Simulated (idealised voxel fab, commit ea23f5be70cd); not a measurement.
This is a process module. Its name is voxel self aligned vias.
Cross-section cut: width 200 nm, square cells of 5 nm.
In what follows, cross-sections appear as grids of square cells, described through bands that run from the top down, where every band is one or more rows of cells. Basically the band line says how high the top is and how high the bottom is, in nm, and then what's in it from left to right, every material with its width in nm. Empty space shows up as "air", and if a single material carries "full width" it runs the full band edge to edge. The reference from which all heights are counted is 0, the level beneath which the as-received wafer is entirely one material; the lowest band, having no lower bound, proceeds downward and is written after the example "0..down". A width given as "30 to 40" starts at the first number in the band's top row and ends at the second number in its bottom row, shifting by an equal amount at every step from row to row. "no modification", as given for a step, is the statement that not any cell of the cross-section underwent a change during that step. So "Closed voids list" is basically the list of trapped voids: any empty space of 8 cells or more that can't reach the top through an opening. They're written width x height at distance, the distance being from the left edge, and it's all nm. On a step's line, text after the settings is the simulator commenting on that step. overlay nm: on a step with a mask, how far right of its planned place the mask lay; negative means left.

**List of planned process steps**
1: RECEIVE [material Si]
2: CONFORMAL_DEP [material SiO2] [thk nm 15]
3: CONFORMAL_DEP [material SiCN] [thk nm 5]
4: DIRECTIONAL_DEP [material SiO2] [thk nm 20]
5: DIRECTIONAL_DEP [material aC] [thk nm 10]
6: PATTERN [tone open] [mask id LINES] [material resist] [width nm 20] [pitch nm 70] [thk nm 25] [overlay nm 0]
7: DIRECTIONAL_ETCH [etch materials aC] [depth nm 10]
8: STRIP [etch materials resist]
9: DIRECTIONAL_ETCH [etch materials SiO2] [depth nm 20]
10: STRIP [etch materials aC]
11: CONFORMAL_DEP [material TiN] [thk nm 5]
12: FILL_DEP [material Ru] [thk nm 10]
13: CMP [height nm 40]
14: SELECTIVE_ETCH [etch materials W Ru TiN] [depth nm 5]
15: FILL_DEP [material SiN] [thk nm 10]
16: CMP [height nm 40]
17: DIRECTIONAL_DEP [material SiO2] [thk nm 15]
18: MASKED_ETCH [tone open] [mask id VIAS] [width nm 40] [etch materials SiO2] [depth nm 15] [overlay nm 0]
19: MASKED_ETCH [tone open] [mask id VIAS] [width nm 40] [etch materials SiN] [depth nm 5] [overlay nm 0]
20: CONFORMAL_DEP [material TiN] [thk nm 5]
21: FILL_DEP [material Cu] [thk nm 10]
22: CMP [height nm 55]
23: CONFORMAL_DEP [material SiCN] [thk nm 5]

**Run as planned: first of two wafers**

**This is the cross-section of the wafer as we received it, i.e. after step 1**
* 0..down = Si full width
* Closed voids list: none

**Presented here is a cross-section of the wafer after step 2 has been performed**
* 15..0 = SiO2 full width
* Under 0: no change, same as before.

**Presented here is a cross-section of the wafer after step 3 has been performed**
* 20..15 = SiCN full width
* Under 15: no change, same as before.

**Presented here is a cross-section of the wafer after step 4 has been performed**
* 40..20 = SiO2 full width
* Under 20: no change, same as before.

**Presented here is a cross-section of the wafer after step 5 has been performed**
* 50..40 = aC full width
* Under 40: no change, same as before.

**Presented here is a cross-section of the wafer after step 6 has been performed**
* 75..50 = resist=55  air=20  resist=50  air=20  resist=55
* Under 50: no change, same as before.

**Presented here is a cross-section of the wafer after step 7 has been performed**
* 65..50 = resist=55  air=20  resist=50  air=20  resist=55
* 50..40 = aC=55  air=20  aC=50  air=20  aC=55
* Under 40: no change, same as before.

**Presented here is a cross-section of the wafer after step 8 has been performed**
* 50..40 = aC=55  air=20  aC=50  air=20  aC=55
* Under 40: no change, same as before.

**Presented here is a cross-section of the wafer after step 9 has been performed**
* 50..40 = aC=55  air=20  aC=50  air=20  aC=55
* 40..20 = SiO2=55  air=20  SiO2=50  air=20  SiO2=55
* Under 20: no change, same as before.

**Presented here is a cross-section of the wafer after step 10 has been performed**
* 40..20 = SiO2=55  air=20  SiO2=50  air=20  SiO2=55
* Under 20: no change, same as before.

**Presented here is a cross-section of the wafer after step 11 has been performed**
* 45..40 = TiN=60  air=10  TiN=60  air=10  TiN=60
* 40..25 = SiO2=55  TiN=5  air=10  TiN=5  SiO2=50  TiN=5  air=10  TiN=5  SiO2=55
* 25..20 = SiO2=55  TiN=20  SiO2=50  TiN=20  SiO2=55
* Under 20: no change, same as before.

**Presented here is a cross-section of the wafer after step 12 has been performed**
* 55..45 = Ru full width
* 45..40 = TiN=60  Ru=10  TiN=60  Ru=10  TiN=60
* 40..25 = SiO2=55  TiN=5  Ru=10  TiN=5  SiO2=50  TiN=5  Ru=10  TiN=5  SiO2=55
* Under 25: no change, same as before.

**Presented here is a cross-section of the wafer after step 13 has been performed**
* 40..25 = SiO2=55  TiN=5  Ru=10  TiN=5  SiO2=50  TiN=5  Ru=10  TiN=5  SiO2=55
* Under 25: no change, same as before.

**Presented here is a cross-section of the wafer after step 14 has been performed**
* 40..35 = SiO2=55  air=20  SiO2=50  air=20  SiO2=55
* Under 35: no change, same as before.

**Presented here is a cross-section of the wafer after step 15 has been performed**
* 50..40 = SiN full width
* 40..35 = SiO2=55  SiN=20  SiO2=50  SiN=20  SiO2=55
* Under 35: no change, same as before.

**Presented here is a cross-section of the wafer after step 16 has been performed**
* 40..35 = SiO2=55  SiN=20  SiO2=50  SiN=20  SiO2=55
* Under 35: no change, same as before.

**Presented here is a cross-section of the wafer after step 17 has been performed**
* 55..40 = SiO2 full width
* Under 40: no change, same as before.

**Presented here is a cross-section of the wafer after step 18 has been performed**
* 55..40 = SiO2=45  air=40  SiO2=115
* Under 40: no change, same as before.

**Presented here is a cross-section of the wafer after step 19 has been performed**
* 55..40 = SiO2=45  air=40  SiO2=115
* 40..35 = SiO2=55  air=20  SiO2=50  SiN=20  SiO2=55
* Under 35: no change, same as before.

**Presented here is a cross-section of the wafer after step 20 has been performed**
* 60..55 = TiN=50  air=30  TiN=120
* 55..45 = SiO2=45  TiN=5  air=30  TiN=5  SiO2=115
* 45..40 = SiO2=45  TiN=15  air=10  TiN=15  SiO2=115
* 40..35 = SiO2=55  TiN=20  SiO2=50  SiN=20  SiO2=55
* Under 35: no change, same as before.

**Presented here is a cross-section of the wafer after step 21 has been performed**
* 70..60 = Cu full width
* 60..55 = TiN=50  Cu=30  TiN=120
* 55..45 = SiO2=45  TiN=5  Cu=30  TiN=5  SiO2=115
* 45..40 = SiO2=45  TiN=15  Cu=10  TiN=15  SiO2=115
* Under 40: no change, same as before.

**Presented here is a cross-section of the wafer after step 22 has been performed**
* 55..45 = SiO2=45  TiN=5  Cu=30  TiN=5  SiO2=115
* Under 45: no change, same as before.

**Presented here is a cross-section of the wafer after step 23 has been performed**
* 60..55 = SiCN full width
* Under 55: no change, same as before.

**Here the second wafer is described. Its start and its plan were those of the first wafer. Its run contained one mistake. Up to and including step 11, it did exactly what the first wafer did**

**Cross-section of the second wafer corresponding to the planned conclusion of step 12**
* 55..45 = aC full width
* 45..40 = TiN=60  aC=10  TiN=60  aC=10  TiN=60
* 40..25 = SiO2=55  TiN=5  aC=10  TiN=5  SiO2=50  TiN=5  aC=10  TiN=5  SiO2=55
* Under 25: no change, same as before.

**Cross-section of the second wafer corresponding to the planned conclusion of step 13**
* 40..25 = SiO2=55  TiN=5  aC=10  TiN=5  SiO2=50  TiN=5  aC=10  TiN=5  SiO2=55
* Under 25: no change, same as before.

**Cross-section of the second wafer corresponding to the planned conclusion of step 14**
* 40..35 = SiO2=55  air=5  aC=10  air=5  SiO2=50  air=5  aC=10  air=5  SiO2=55
* Under 35: no change, same as before.

**Cross-section of the second wafer corresponding to the planned conclusion of step 15**
* 50..40 = SiN full width
* 40..35 = SiO2=55  SiN=5  aC=10  SiN=5  SiO2=50  SiN=5  aC=10  SiN=5  SiO2=55
* Under 35: no change, same as before.

**Cross-section of the second wafer corresponding to the planned conclusion of step 16**
* 40..35 = SiO2=55  SiN=5  aC=10  SiN=5  SiO2=50  SiN=5  aC=10  SiN=5  SiO2=55
* Under 35: no change, same as before.

**Cross-section of the second wafer corresponding to the planned conclusion of step 17**
* 55..40 = SiO2 full width
* Under 40: no change, same as before.

**Cross-section of the second wafer corresponding to the planned conclusion of step 18**
* 55..40 = SiO2=45  air=40  SiO2=115
* Under 40: no change, same as before.

**Cross-section of the second wafer corresponding to the planned conclusion of step 19**
* 55..40 = SiO2=45  air=40  SiO2=115
* 40..35 = SiO2=55  air=5  aC=10  air=5  SiO2=50  SiN=5  aC=10  SiN=5  SiO2=55
* Under 35: no change, same as before.

**Cross-section of the second wafer corresponding to the planned conclusion of step 20**
* 60..55 = TiN=50  air=30  TiN=120
* 55..45 = SiO2=45  TiN=5  air=30  TiN=5  SiO2=115
* 45..40 = SiO2=45  TiN=40  SiO2=115
* 40..35 = SiO2=55  TiN=5  aC=10  TiN=5  SiO2=50  SiN=5  aC=10  SiN=5  SiO2=55
* Under 35: no change, same as before.

**Cross-section of the second wafer corresponding to the planned conclusion of step 21**
* 70..60 = Cu full width
* 60..55 = TiN=50  Cu=30  TiN=120
* 55..45 = SiO2=45  TiN=5  Cu=30  TiN=5  SiO2=115
* Under 45: no change, same as before.

**Cross-section of the second wafer corresponding to the planned conclusion of step 22**
* 55..45 = SiO2=45  TiN=5  Cu=30  TiN=5  SiO2=115
* Under 45: no change, same as before.

**Cross-section of the second wafer corresponding to the planned conclusion of step 23**
* 60..55 = SiCN full width
* Under 55: no change, same as before.
Deviation from plan: step 12 was processed under conditions differing from the plan, specifically as FILL_DEP [material aC] [thk nm 10]
Final cells, second wafer relative to first, materials higher or lower: Cu: 2 fewer; Ru: 8 fewer; SiN: 2 fewer; aC: 12 more
